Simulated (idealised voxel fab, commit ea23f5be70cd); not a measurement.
The following process module bears the name voxel transistor to metal.
Square cells of 5 nm make up the cross-section cut, whose width is 295 nm.
A cross-section in this document is a grid of square cells, and it is written down as bands, the top band listed before the ones below it; a band is made up of one or more rows of cells. A band entry consists of two parts. The first gives the height of the band's top and the height of its bottom, in nm. The rest lists the band's materials from left to right, each with its width in nm. A single material labelled with the word "edge to edge" fills the band from edge to edge, and the word "blank" marks empty space. It should be noted that heights are counted from 0, beneath which the wafer as supplied is of one material throughout, and that the lowest band possesses no lower boundary but continues downward, as written in "from 0 down". Graded width ("30..40"): value in top row of band = first number; value in bottom row = second number; row-to-row change constant. Take "everything unchanged" at face value: in the step it is given for, the cross-section changed in none of its cells. Enclosed internal voids: empty space of 8 cells or more with no open way to the top, each as width x height at its distance from the left edge, in nm. after a step's settings: what the simulator itself notes on the step. overlay nm: step with mask; distance mask lay right of planned place; negative value = left of planned place.

Here's what the planned process steps look like:
1 RECEIVE, material Si
2 OXIDIZE, depth nm 5
3 CONFORMAL_DEP, material SiN, thk nm 15
4 MASKED_ETCH, tone cover, mask id ACTIVE, width nm 115, pitch nm 135, etch materials SiN, depth nm 15, overlay nm 0
5 MASKED_ETCH, tone cover, mask id ACTIVE, width nm 115, pitch nm 135, etch materials SiO2, depth nm 5, overlay nm 0
6 MASKED_ETCH, tone cover, mask id ACTIVE, width nm 115, pitch nm 135, etch materials Si, depth nm 35, overlay nm 0
7 FILL_DEP, material SiO2, thk nm 15
8 CMP, height nm 15
9 SELECTIVE_ETCH, etch materials SiO2, depth nm 5
10 STRIP, etch materials SiN
11 SELECTIVE_ETCH, etch materials SiO2, depth nm 5
12 OXIDIZE, depth nm 5
13 DIRECTIONAL_DEP, material polySi, thk nm 20
14 DIRECTIONAL_DEP, material SiCN, thk nm 15
15 DIRECTIONAL_DEP, material aC, thk nm 15
16 PATTERN, tone cover, mask id GATE, material resist, width nm 15, pitch nm 135, thk nm 35, overlay nm 0
17 DIRECTIONAL_ETCH, etch materials aC, depth nm 15
18 STRIP, etch materials resist
19 DIRECTIONAL_ETCH, etch materials SiCN, depth nm 25
20 DIRECTIONAL_ETCH, etch materials polySi, depth nm 30
21 STRIP, etch materials aC
22 CONFORMAL_DEP, material SiN, thk nm 5
23 DIRECTIONAL_ETCH, etch materials SiN, depth nm 5
24 DIRECTIONAL_ETCH, etch materials SiO2, depth nm 5
25 DIRECTIONAL_ETCH, etch materials Si, depth nm 5
26 EPI, material pSi, thk nm 10
27 FILL_DEP, material SiO2, thk nm 10
28 CMP, height nm 30
29 DIRECTIONAL_DEP, material SiO2, thk nm 15
30 MASKED_ETCH, tone open, mask id CONTACT, width nm 20, etch materials SiO2, depth nm 50, overlay nm 0
31 CONFORMAL_DEP, material TiN, thk nm 5
32 FILL_DEP, material W, thk nm 10
33 CMP, height nm 45
34 DIRECTIONAL_DEP, material TiN, thk nm 5
35 DIRECTIONAL_DEP, material Ru, thk nm 20
36 DIRECTIONAL_DEP, material aC, thk nm 15
37 PATTERN, tone cover, mask id METAL_1, material resist, width nm 20, thk nm 30, overlay nm 0
38 DIRECTIONAL_ETCH, etch materials aC, depth nm 15
39 STRIP, etch materials resist
40 DIRECTIONAL_ETCH, etch materials Ru, depth nm 20
41 DIRECTIONAL_ETCH, etch materials TiN, depth nm 5
42 STRIP, etch materials aC
43 CONFORMAL_DEP, material SiCN, thk nm 5
44 FILL_DEP, material SiO2, thk nm 10
45 CMP, height nm 70
46 CONFORMAL_DEP, material SiN, thk nm 5

Wafer, first of two, run as planned:

This is the cross-section of the wafer as we received it, i.e. after step 1:
> from 0 down: Si edge to edge
> Enclosed internal voids: none

Once step 2 is through, the wafer looks like this in cross-section:
> from 0 to -5: SiO2 edge to edge
> Rest of section, below -5: as before.

Once step 3 is through, the wafer looks like this in cross-section:
> from 15 to 0: SiN edge to edge
> Rest of section, below 0: as before.

Once step 4 is through, the wafer looks like this in cross-section:
> from 15 to 0: blank=20, SiN=115, blank=20, SiN=115, blank=25
> Rest of section, below 0: as before.

Once step 5 is through, the wafer looks like this in cross-section:
> from 15 to 0: blank=20, SiN=115, blank=20, SiN=115, blank=25
> from 0 to -5: blank=20, SiO2=115, blank=20, SiO2=115, blank=25
> Rest of section, below -5: as before.

Once step 6 is through, the wafer looks like this in cross-section:
> from 15 to 0: blank=20, SiN=115, blank=20, SiN=115, blank=25
> from 0 to -5: blank=20, SiO2=115, blank=20, SiO2=115, blank=25
> from -5 to -40: blank=20, Si=115, blank=20, Si=115, blank=25
> Rest of section, below -40: as before.

Once step 7 is through, the wafer looks like this in cross-section:
> from 30 to 15: SiO2 edge to edge
> from 15 to 0: SiO2=20, SiN=115, SiO2=20, SiN=115, SiO2=25
> from 0 to -5: SiO2 edge to edge
> from -5 to -40: SiO2=20, Si=115, SiO2=20, Si=115, SiO2=25
> Rest of section, below -40: as before.

Once step 8 is through, the wafer looks like this in cross-section:
> from 15 to 0: SiO2=20, SiN=115, SiO2=20, SiN=115, SiO2=25
> Rest of section, below 0: as before.

Once step 9 is through, the wafer looks like this in cross-section:
> from 15 to 10: blank=20, SiN=115, blank=20, SiN=115, blank=25
> Rest of section, below 10: as before.

Once step 10 is through, the wafer looks like this in cross-section:
> from 10 to 0: SiO2=20, blank=115, SiO2=20, blank=115, SiO2=25
> Rest of section, below 0: as before.

Once step 11 is through, the wafer looks like this in cross-section:
> from 5 to -5: SiO2=15, blank=125, SiO2=10, blank=125, SiO2=20
> Rest of section, below -5: as before.

Once step 12 is through, the wafer looks like this in cross-section:
> from 5 to -5: SiO2=15, blank=125, SiO2=10, blank=125, SiO2=20
> from -5 to -10: SiO2 edge to edge
> Rest of section, below -10: as before.

Once step 13 is through, the wafer looks like this in cross-section:
> from 25 to 15: polySi=15, blank=125, polySi=10, blank=125, polySi=20
> from 15 to 5: polySi edge to edge
> from 5 to -5: SiO2=15, polySi=125, SiO2=10, polySi=125, SiO2=20
> Rest of section, below -5: as before.

Once step 14 is through, the wafer looks like this in cross-section:
> from 40 to 30: SiCN=15, blank=125, SiCN=10, blank=125, SiCN=20
> from 30 to 25: SiCN edge to edge
> from 25 to 15: polySi=15, SiCN=125, polySi=10, SiCN=125, polySi=20
> Rest of section, below 15: as before.

Once step 15 is through, the wafer looks like this in cross-section:
> from 55 to 45: aC=15, blank=125, aC=10, blank=125, aC=20
> from 45 to 40: aC edge to edge
> from 40 to 30: SiCN=15, aC=125, SiCN=10, aC=125, SiCN=20
> Rest of section, below 30: as before.

Once step 16 is through, the wafer looks like this in cross-section:
> from 90 to 55: blank=70, resist=15, blank=120, resist=15, blank=75
> from 55 to 45: aC=15, blank=55, resist=15, blank=55, aC=10, blank=55, resist=15, blank=55, aC=20
> Rest of section, below 45: as before.

Once step 17 is through, the wafer looks like this in cross-section:
> from 75 to 45: blank=70, resist=15, blank=120, resist=15, blank=75
> from 45 to 40: blank=70, aC=15, blank=120, aC=15, blank=75
> from 40 to 30: SiCN=15, blank=55, aC=15, blank=55, SiCN=10, blank=55, aC=15, blank=55, SiCN=20
> Rest of section, below 30: as before.

Once step 18 is through, the wafer looks like this in cross-section:
> from 45 to 40: blank=70, aC=15, blank=120, aC=15, blank=75
> Rest of section, below 40: as before.

Once step 19 is through, the wafer looks like this in cross-section:
> from 45 to 30: blank=70, aC=15, blank=120, aC=15, blank=75
> from 30 to 25: blank=70, SiCN=15, blank=120, SiCN=15, blank=75
> from 25 to 15: polySi=15, blank=55, SiCN=15, blank=55, polySi=10, blank=55, SiCN=15, blank=55, polySi=20
> Rest of section, below 15: as before.

Once step 20 is through, the wafer looks like this in cross-section:
> from 45 to 30: blank=70, aC=15, blank=120, aC=15, blank=75
> from 30 to 15: blank=70, SiCN=15, blank=120, SiCN=15, blank=75
> from 15 to 5: blank=70, polySi=15, blank=120, polySi=15, blank=75
> from 5 to -5: SiO2=15, blank=55, polySi=15, blank=55, SiO2=10, blank=55, polySi=15, blank=55, SiO2=20
> Rest of section, below -5: as before.

Once step 21 is through, the wafer looks like this in cross-section:
> from 30 to 15: blank=70, SiCN=15, blank=120, SiCN=15, blank=75
> Rest of section, below 15: as before.

Once step 22 is through, the wafer looks like this in cross-section:
> from 35 to 30: blank=65, SiN=25, blank=110, SiN=25, blank=70
> from 30 to 15: blank=65, SiN=5, SiCN=15, SiN=5, blank=110, SiN=5, SiCN=15, SiN=5, blank=70
> from 15 to 10: blank=65, SiN=5, polySi=15, SiN=5, blank=110, SiN=5, polySi=15, SiN=5, blank=70
> from 10 to 5: SiN=20, blank=45, SiN=5, polySi=15, SiN=5, blank=45, SiN=20, blank=45, SiN=5, polySi=15, SiN=5, blank=45, SiN=25
> from 5 to 0: SiO2=15, SiN=5, blank=45, SiN=5, polySi=15, SiN=5, blank=45, SiN=5, SiO2=10, SiN=5, blank=45, SiN=5, polySi=15, SiN=5, blank=45, SiN=5, SiO2=20
> from 0 to -5: SiO2=15, SiN=55, polySi=15, SiN=55, SiO2=10, SiN=55, polySi=15, SiN=55, SiO2=20
> Rest of section, below -5: as before.

Once step 23 is through, the wafer looks like this in cross-section:
> from 30 to 15: blank=65, SiN=5, SiCN=15, SiN=5, blank=110, SiN=5, SiCN=15, SiN=5, blank=70
> from 15 to 5: blank=65, SiN=5, polySi=15, SiN=5, blank=110, SiN=5, polySi=15, SiN=5, blank=70
> from 5 to -5: SiO2=15, SiN=5, blank=45, SiN=5, polySi=15, SiN=5, blank=45, SiN=5, SiO2=10, SiN=5, blank=45, SiN=5, polySi=15, SiN=5, blank=45, SiN=5, SiO2=20
> Rest of section, below -5: as before.

Once step 24 is through, the wafer looks like this in cross-section:
> from 30 to 15: blank=65, SiN=5, SiCN=15, SiN=5, blank=110, SiN=5, SiCN=15, SiN=5, blank=70
> from 15 to 5: blank=65, SiN=5, polySi=15, SiN=5, blank=110, SiN=5, polySi=15, SiN=5, blank=70
> from 5 to 0: blank=15, SiN=5, blank=45, SiN=5, polySi=15, SiN=5, blank=45, SiN=5, blank=10, SiN=5, blank=45, SiN=5, polySi=15, SiN=5, blank=45, SiN=5, blank=20
> from 0 to -5: SiO2=15, SiN=5, blank=45, SiN=5, polySi=15, SiN=5, blank=45, SiN=5, SiO2=10, SiN=5, blank=45, SiN=5, polySi=15, SiN=5, blank=45, SiN=5, SiO2=20
> from -5 to -10: SiO2=20, blank=45, SiO2=25, blank=45, SiO2=20, blank=45, SiO2=25, blank=45, SiO2=25
> Rest of section, below -10: as before.

Once step 25 is through, the wafer looks like this in cross-section:
> from 30 to 15: blank=65, SiN=5, SiCN=15, SiN=5, blank=110, SiN=5, SiCN=15, SiN=5, blank=70
> from 15 to 5: blank=65, SiN=5, polySi=15, SiN=5, blank=110, SiN=5, polySi=15, SiN=5, blank=70
> from 5 to 0: blank=15, SiN=5, blank=45, SiN=5, polySi=15, SiN=5, blank=45, SiN=5, blank=10, SiN=5, blank=45, SiN=5, polySi=15, SiN=5, blank=45, SiN=5, blank=20
> from 0 to -5: SiO2=15, SiN=5, blank=45, SiN=5, polySi=15, SiN=5, blank=45, SiN=5, SiO2=10, SiN=5, blank=45, SiN=5, polySi=15, SiN=5, blank=45, SiN=5, SiO2=20
> from -5 to -10: SiO2=20, blank=45, SiO2=25, blank=45, SiO2=20, blank=45, SiO2=25, blank=45, SiO2=25
> from -10 to -15: SiO2=20, blank=45, Si=25, blank=45, SiO2=20, blank=45, Si=25, blank=45, SiO2=25
> Rest of section, below -15: as before.

Once step 26 is through, the wafer looks like this in cross-section:
> from 30 to 15: blank=65, SiN=5, SiCN=15, SiN=5, blank=110, SiN=5, SiCN=15, SiN=5, blank=70
> from 15 to 5: blank=65, SiN=5, polySi=15, SiN=5, blank=110, SiN=5, polySi=15, SiN=5, blank=70
> from 5 to 0: blank=15, SiN=5, blank=45, SiN=5, polySi=15, SiN=5, blank=45, SiN=5, blank=10, SiN=5, blank=45, SiN=5, polySi=15, SiN=5, blank=45, SiN=5, blank=20
> from 0 to -5: SiO2=15, SiN=5, blank=35, pSi=10, SiN=5, polySi=15, SiN=5, pSi=10, blank=35, SiN=5, SiO2=10, SiN=5, blank=35, pSi=10, SiN=5, polySi=15, SiN=5, pSi=10, blank=35, SiN=5, SiO2=20
> from -5 to -10: SiO2=20, pSi=45, SiO2=25, pSi=45, SiO2=20, pSi=45, SiO2=25, pSi=45, SiO2=25
> from -10 to -15: SiO2=20, pSi=45, Si=25, pSi=45, SiO2=20, pSi=45, Si=25, pSi=45, SiO2=25
> Rest of section, below -15: as before.

Once step 27 is through, the wafer looks like this in cross-section:
> from 40 to 30: SiO2 edge to edge
> from 30 to 15: SiO2=65, SiN=5, SiCN=15, SiN=5, SiO2=110, SiN=5, SiCN=15, SiN=5, SiO2=70
> from 15 to 5: SiO2=65, SiN=5, polySi=15, SiN=5, SiO2=110, SiN=5, polySi=15, SiN=5, SiO2=70
> from 5 to 0: SiO2=15, SiN=5, SiO2=45, SiN=5, polySi=15, SiN=5, SiO2=45, SiN=5, SiO2=10, SiN=5, SiO2=45, SiN=5, polySi=15, SiN=5, SiO2=45, SiN=5, SiO2=20
> from 0 to -5: SiO2=15, SiN=5, SiO2=35, pSi=10, SiN=5, polySi=15, SiN=5, pSi=10, SiO2=35, SiN=5, SiO2=10, SiN=5, SiO2=35, pSi=10, SiN=5, polySi=15, SiN=5, pSi=10, SiO2=35, SiN=5, SiO2=20
> Rest of section, below -5: as before.

Once step 28 is through, the wafer looks like this in cross-section:
> from 30 to 15: SiO2=65, SiN=5, SiCN=15, SiN=5, SiO2=110, SiN=5, SiCN=15, SiN=5, SiO2=70
> Rest of section, below 15: as before.

Once step 29 is through, the wafer looks like this in cross-section:
> from 45 to 30: SiO2 edge to edge
> Rest of section, below 30: as before.

Once step 30 is through, the wafer looks like this in cross-section:
> from 45 to 30: SiO2=30, blank=20, SiO2=55, blank=20, SiO2=40, blank=20, SiO2=55, blank=20, SiO2=35
> from 30 to 15: SiO2=30, blank=20, SiO2=15, SiN=5, SiCN=15, SiN=5, SiO2=15, blank=20, SiO2=40, blank=20, SiO2=15, SiN=5, SiCN=15, SiN=5, SiO2=15, blank=20, SiO2=35
> from 15 to 5: SiO2=30, blank=20, SiO2=15, SiN=5, polySi=15, SiN=5, SiO2=15, blank=20, SiO2=40, blank=20, SiO2=15, SiN=5, polySi=15, SiN=5, SiO2=15, blank=20, SiO2=35
> from 5 to 0: SiO2=15, SiN=5, SiO2=10, blank=20, SiO2=15, SiN=5, polySi=15, SiN=5, SiO2=15, blank=20, SiO2=10, SiN=5, SiO2=10, SiN=5, SiO2=10, blank=20, SiO2=15, SiN=5, polySi=15, SiN=5, SiO2=15, blank=20, SiO2=10, SiN=5, SiO2=20
> from 0 to -5: SiO2=15, SiN=5, SiO2=10, blank=20, SiO2=5, pSi=10, SiN=5, polySi=15, SiN=5, pSi=10, SiO2=5, blank=20, SiO2=10, SiN=5, SiO2=10, SiN=5, SiO2=10, blank=20, SiO2=5, pSi=10, SiN=5, polySi=15, SiN=5, pSi=10, SiO2=5, blank=20, SiO2=10, SiN=5, SiO2=20
> Rest of section, below -5: as before.

Once step 31 is through, the wafer looks like this in cross-section:
> from 50 to 45: TiN=35, blank=10, TiN=65, blank=10, TiN=50, blank=10, TiN=65, blank=10, TiN=40
> from 45 to 30: SiO2=30, TiN=5, blank=10, TiN=5, SiO2=55, TiN=5, blank=10, TiN=5, SiO2=40, TiN=5, blank=10, TiN=5, SiO2=55, TiN=5, blank=10, TiN=5, SiO2=35
> from 30 to 15: SiO2=30, TiN=5, blank=10, TiN=5, SiO2=15, SiN=5, SiCN=15, SiN=5, SiO2=15, TiN=5, blank=10, TiN=5, SiO2=40, TiN=5, blank=10, TiN=5, SiO2=15, SiN=5, SiCN=15, SiN=5, SiO2=15, TiN=5, blank=10, TiN=5, SiO2=35
> from 15 to 5: SiO2=30, TiN=5, blank=10, TiN=5, SiO2=15, SiN=5, polySi=15, SiN=5, SiO2=15, TiN=5, blank=10, TiN=5, SiO2=40, TiN=5, blank=10, TiN=5, SiO2=15, SiN=5, polySi=15, SiN=5, SiO2=15, TiN=5, blank=10, TiN=5, SiO2=35
> from 5 to 0: SiO2=15, SiN=5, SiO2=10, TiN=5, blank=10, TiN=5, SiO2=15, SiN=5, polySi=15, SiN=5, SiO2=15, TiN=5, blank=10, TiN=5, SiO2=10, SiN=5, SiO2=10, SiN=5, SiO2=10, TiN=5, blank=10, TiN=5, SiO2=15, SiN=5, polySi=15, SiN=5, SiO2=15, TiN=5, blank=10, TiN=5, SiO2=10, SiN=5, SiO2=20
> from 0 to -5: SiO2=15, SiN=5, SiO2=10, TiN=20, SiO2=5, pSi=10, SiN=5, polySi=15, SiN=5, pSi=10, SiO2=5, TiN=20, SiO2=10, SiN=5, SiO2=10, SiN=5, SiO2=10, TiN=20, SiO2=5, pSi=10, SiN=5, polySi=15, SiN=5, pSi=10, SiO2=5, TiN=20, SiO2=10, SiN=5, SiO2=20
> Rest of section, below -5: as before.

Once step 32 is through, the wafer looks like this in cross-section:
> from 60 to 50: W edge to edge
> from 50 to 45: TiN=35, W=10, TiN=65, W=10, TiN=50, W=10, TiN=65, W=10, TiN=40
> from 45 to 30: SiO2=30, TiN=5, W=10, TiN=5, SiO2=55, TiN=5, W=10, TiN=5, SiO2=40, TiN=5, W=10, TiN=5, SiO2=55, TiN=5, W=10, TiN=5, SiO2=35
> from 30 to 15: SiO2=30, TiN=5, W=10, TiN=5, SiO2=15, SiN=5, SiCN=15, SiN=5, SiO2=15, TiN=5, W=10, TiN=5, SiO2=40, TiN=5, W=10, TiN=5, SiO2=15, SiN=5, SiCN=15, SiN=5, SiO2=15, TiN=5, W=10, TiN=5, SiO2=35
> from 15 to 5: SiO2=30, TiN=5, W=10, TiN=5, SiO2=15, SiN=5, polySi=15, SiN=5, SiO2=15, TiN=5, W=10, TiN=5, SiO2=40, TiN=5, W=10, TiN=5, SiO2=15, SiN=5, polySi=15, SiN=5, SiO2=15, TiN=5, W=10, TiN=5, SiO2=35
> from 5 to 0: SiO2=15, SiN=5, SiO2=10, TiN=5, W=10, TiN=5, SiO2=15, SiN=5, polySi=15, SiN=5, SiO2=15, TiN=5, W=10, TiN=5, SiO2=10, SiN=5, SiO2=10, SiN=5, SiO2=10, TiN=5, W=10, TiN=5, SiO2=15, SiN=5, polySi=15, SiN=5, SiO2=15, TiN=5, W=10, TiN=5, SiO2=10, SiN=5, SiO2=20
> Rest of section, below 0: as before.

Once step 33 is through, the wafer looks like this in cross-section:
> from 45 to 30: SiO2=30, TiN=5, W=10, TiN=5, SiO2=55, TiN=5, W=10, TiN=5, SiO2=40, TiN=5, W=10, TiN=5, SiO2=55, TiN=5, W=10, TiN=5, SiO2=35
> Rest of section, below 30: as before.

Once step 34 is through, the wafer looks like this in cross-section:
> from 50 to 45: TiN edge to edge
> Rest of section, below 45: as before.

Once step 35 is through, the wafer looks like this in cross-section:
> from 70 to 50: Ru edge to edge
> Rest of section, below 50: as before.

Once step 36 is through, the wafer looks like this in cross-section:
> from 85 to 70: aC edge to edge
> Rest of section, below 70: as before.

Once step 37 is through, the wafer looks like this in cross-section:
> from 115 to 85: blank=30, resist=20, blank=55, resist=20, blank=40, resist=20, blank=55, resist=20, blank=35
> Rest of section, below 85: as before.

Once step 38 is through, the wafer looks like this in cross-section:
> from 100 to 85: blank=30, resist=20, blank=55, resist=20, blank=40, resist=20, blank=55, resist=20, blank=35
> from 85 to 70: blank=30, aC=20, blank=55, aC=20, blank=40, aC=20, blank=55, aC=20, blank=35
> Rest of section, below 70: as before.

Once step 39 is through, the wafer looks like this in cross-section:
> from 85 to 70: blank=30, aC=20, blank=55, aC=20, blank=40, aC=20, blank=55, aC=20, blank=35
> Rest of section, below 70: as before.

Once step 40 is through, the wafer looks like this in cross-section:
> from 85 to 70: blank=30, aC=20, blank=55, aC=20, blank=40, aC=20, blank=55, aC=20, blank=35
> from 70 to 50: blank=30, Ru=20, blank=55, Ru=20, blank=40, Ru=20, blank=55, Ru=20, blank=35
> Rest of section, below 50: as before.

Once step 41 is through, the wafer looks like this in cross-section:
> from 85 to 70: blank=30, aC=20, blank=55, aC=20, blank=40, aC=20, blank=55, aC=20, blank=35
> from 70 to 50: blank=30, Ru=20, blank=55, Ru=20, blank=40, Ru=20, blank=55, Ru=20, blank=35
> from 50 to 45: blank=30, TiN=20, blank=55, TiN=20, blank=40, TiN=20, blank=55, TiN=20, blank=35
> Rest of section, below 45: as before.

Once step 42 is through, the wafer looks like this in cross-section:
> from 70 to 50: blank=30, Ru=20, blank=55, Ru=20, blank=40, Ru=20, blank=55, Ru=20, blank=35
> Rest of section, below 50: as before.

Once step 43 is through, the wafer looks like this in cross-section:
> from 75 to 70: blank=25, SiCN=30, blank=45, SiCN=30, blank=30, SiCN=30, blank=45, SiCN=30, blank=30
> from 70 to 50: blank=25, SiCN=5, Ru=20, SiCN=5, blank=45, SiCN=5, Ru=20, SiCN=5, blank=30, SiCN=5, Ru=20, SiCN=5, blank=45, SiCN=5, Ru=20, SiCN=5, blank=30
> from 50 to 45: SiCN=30, TiN=20, SiCN=55, TiN=20, SiCN=40, TiN=20, SiCN=55, TiN=20, SiCN=35
> Rest of section, below 45: as before.

Once step 44 is through, the wafer looks like this in cross-section:
> from 85 to 75: SiO2 edge to edge
> from 75 to 70: SiO2=25, SiCN=30, SiO2=45, SiCN=30, SiO2=30, SiCN=30, SiO2=45, SiCN=30, SiO2=30
> from 70 to 50: SiO2=25, SiCN=5, Ru=20, SiCN=5, SiO2=45, SiCN=5, Ru=20, SiCN=5, SiO2=30, SiCN=5, Ru=20, SiCN=5, SiO2=45, SiCN=5, Ru=20, SiCN=5, SiO2=30
> Rest of section, below 50: as before.

Once step 45 is through, the wafer looks like this in cross-section:
> from 70 to 50: SiO2=25, SiCN=5, Ru=20, SiCN=5, SiO2=45, SiCN=5, Ru=20, SiCN=5, SiO2=30, SiCN=5, Ru=20, SiCN=5, SiO2=45, SiCN=5, Ru=20, SiCN=5, SiO2=30
> Rest of section, below 50: as before.

Once step 46 is through, the wafer looks like this in cross-section:
> from 75 to 70: SiN edge to edge
> Rest of section, below 70: as before.

For the second wafer, take the first wafer's start and plan, then add one mistake made in running it; everything through step 44, that step included, is shared with the first:

Second wafer at the planned finish of step 45, seen in cross-section:
> from 80 to 75: SiO2 edge to edge
> Rest of section, below 75: as before.

Second wafer at the planned finish of step 46, seen in cross-section:
> from 85 to 80: SiN edge to edge
> Rest of section, below 80: as before.
So what did we get wrong on this run? the process deviated at step 45: the operation and settings actually run there were CMP, height nm 80
Final wafer comparison in cells, second versus first, more or fewer per material: SiCN: 24 more | SiO2: 94 more
